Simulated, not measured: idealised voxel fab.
Process module under the name voxel wiring stack
This is section cut - it's 180 nm across, gridded in 5 nm square cells.
Just so we're on the same page, the cross-sections are grids of square cells, and they're listed out in bands top to bottom, each band one or more rows deep. Top height, bottom height, nm. Materials left to right, width each, nm. Single material + "edge to edge" = fills band edge to edge. "air" = empty. Beneath 0, the wafer as received is one material, and that level is where height counting begins. The lowest band goes on downward without a bottom; it is written like "z 0 and below". The expression "30..40" gives the width at the extremes of the band, the first number at its top row of cells and the second at its bottom row, with the width changing by equal amounts from each row to the next in between. "identical to before" means the step left every cell of the cross-section as it was. The entry titled "Closed void listing" provides the empty spaces that have no open way to the top, restricted to those of 8 cells or more. Each is presented as width x height at distance, the distance being measured from the left edge, with all three in nm. Post-settings text on a step line: simulator's own remark regarding the step. overlay nm: on a step with a mask, how far right of its planned place the mask lay; negative means left.

# The process steps that were planned are listed below
- 1: RECEIVE [material Si]
- 2: CONFORMAL_DEP [material SiO2] [thk nm 10]
- 3: DIRECTIONAL_DEP [material TiN] [thk nm 5]
- 4: DIRECTIONAL_DEP [material W] [thk nm 20]
- 5: MASKED_ETCH [tone cover] [mask id METAL_1] [width nm 25] [pitch nm 45] [etch materials W] [depth nm 20] [overlay nm 0]
- 6: MASKED_ETCH [tone cover] [mask id METAL_1] [width nm 25] [pitch nm 45] [etch materials TiN] [depth nm 5] [overlay nm 0]
- 7: FILL_DEP [material SiO2] [thk nm 5]
- 8: CMP [height nm 35]
- 9: CONFORMAL_DEP [material SiCN] [thk nm 5]
- 10: DIRECTIONAL_DEP [material lowk] [thk nm 25]
- 11: DIRECTIONAL_DEP [material aC] [thk nm 15]
- 12: PATTERN [tone open] [mask id METAL_2_HOLES] [material resist] [width nm 15] [pitch nm 45] [thk nm 30] [overlay nm 0]
- 13: DIRECTIONAL_ETCH [etch materials aC] [depth nm 15]
- 14: STRIP [etch materials resist]
- 15: DIRECTIONAL_ETCH [etch materials lowk] [depth nm 25]
- 16: STRIP [etch materials aC]
- 17: PATTERN [tone open] [mask id METAL_2] [material resist] [width nm 25] [pitch nm 45] [thk nm 15] [overlay nm 0]
- 18: DIRECTIONAL_ETCH [etch materials lowk] [depth nm 15]
- 19: DIRECTIONAL_ETCH [etch materials SiCN] [depth nm 5]
- 20: STRIP [etch materials resist]
- 21: CONFORMAL_DEP [material TiN] [thk nm 5]
- 22: FILL_DEP [material Cu] [thk nm 10]
- 23: CMP [height nm 65]
- 24: CONFORMAL_DEP [material SiCN] [thk nm 5]
- 25: DIRECTIONAL_DEP [material SiO2] [thk nm 25]
- 26: MASKED_ETCH [tone open] [mask id METAL_3_HOLES] [width nm 15] [pitch nm 45] [etch materials SiO2] [depth nm 25] [overlay nm 0]
- 27: DIRECTIONAL_DEP [material aC] [thk nm 15]
- 28: PATTERN [tone open] [mask id METAL_3] [material resist] [width nm 25] [pitch nm 45] [thk nm 30] [overlay nm 0]
- 29: DIRECTIONAL_ETCH [etch materials aC] [depth nm 15]
- 30: STRIP [etch materials resist]
- 31: DIRECTIONAL_ETCH [etch materials SiO2] [depth nm 15]
- 32: DIRECTIONAL_ETCH [etch materials SiCN] [depth nm 5]
- 33: STRIP [etch materials aC]
- 34: CONFORMAL_DEP [material TiN] [thk nm 5]
- 35: FILL_DEP [material Cu] [thk nm 5]
- 36: CMP [height nm 95]
- 37: CONFORMAL_DEP [material SiCN] [thk nm 5]

# Delivered wafer in cross-section: state after step 1
- z 0 and below  Si edge to edge
- Closed void listing: none

# Run as planned - first of the two wafers cross-sectioned at the end of the module
- z 100 to 95  SiCN edge to edge
- z 95 to 85  SiO2=55 / TiN=5 / Cu=15 / TiN=5 / SiO2=20 / TiN=5 / Cu=15 / TiN=5 / SiO2=55
- z 85 to 80  SiO2=55 / TiN=5 / Cu=5 / TiN=15 / SiO2=20 / TiN=5 / Cu=5 / TiN=15 / SiO2=55
- z 80 to 70  SiO2=55 / TiN=5 / Cu=5 / TiN=5 / SiO2=30 / TiN=5 / Cu=5 / TiN=5 / SiO2=65
- z 70 to 65  SiCN=55 / TiN=15 / SiCN=30 / TiN=15 / SiCN=65
- z 65 to 55  lowk=55 / TiN=5 / Cu=15 / TiN=5 / lowk=20 / TiN=5 / Cu=15 / TiN=5 / lowk=55
- z 55 to 50  lowk=55 / TiN=5 / Cu=5 / TiN=15 / lowk=20 / TiN=5 / Cu=5 / TiN=15 / lowk=55
- z 50 to 40  lowk=55 / TiN=5 / Cu=5 / TiN=5 / lowk=30 / TiN=5 / Cu=5 / TiN=5 / lowk=65
- z 40 to 35  SiCN=55 / TiN=15 / SiCN=30 / TiN=15 / SiCN=65
- z 35 to 15  SiO2=55 / W=25 / SiO2=20 / W=25 / SiO2=55
- z 15 to 10  SiO2=55 / TiN=25 / SiO2=20 / TiN=25 / SiO2=55
- z 10 to 0  SiO2 edge to edge
- z 0 and below  Si edge to edge
- Closed void listing: none

# Module end: cross-section of wafer two of two. Same start and process plan as the first wafer. One mistake during execution
- z 100 to 95  SiCN edge to edge
- z 95 to 90  SiCN=55 / TiN=25 / SiCN=20 / TiN=25 / SiCN=55
- z 90 to 65  SiO2 edge to edge
- z 65 to 55  lowk=55 / TiN=5 / Cu=15 / TiN=5 / lowk=20 / TiN=5 / Cu=15 / TiN=5 / lowk=55
- z 55 to 50  lowk=55 / TiN=5 / Cu=5 / TiN=15 / lowk=20 / TiN=5 / Cu=5 / TiN=15 / lowk=55
- z 50 to 40  lowk=55 / TiN=5 / Cu=5 / TiN=5 / lowk=30 / TiN=5 / Cu=5 / TiN=5 / lowk=65
- z 40 to 35  SiCN=55 / TiN=15 / SiCN=30 / TiN=15 / SiCN=65
- z 35 to 15  SiO2=55 / W=25 / SiO2=20 / W=25 / SiO2=55
- z 15 to 10  SiO2=55 / TiN=25 / SiO2=20 / TiN=25 / SiO2=55
- z 10 to 0  SiO2 edge to edge
- z 0 and below  Si edge to edge
- Closed void listing: none
Finding, execution versus plan: the processing plan was not followed for steps 24 and 25, which were run with their positions exchanged
It is noted that, at the conclusion of processing, the second wafer exhibits a higher or lower cell count for certain materials relative to the first: Cu: 18 fewer, SiCN: 4 fewer, SiO2: 42 more, TiN: 20 fewer
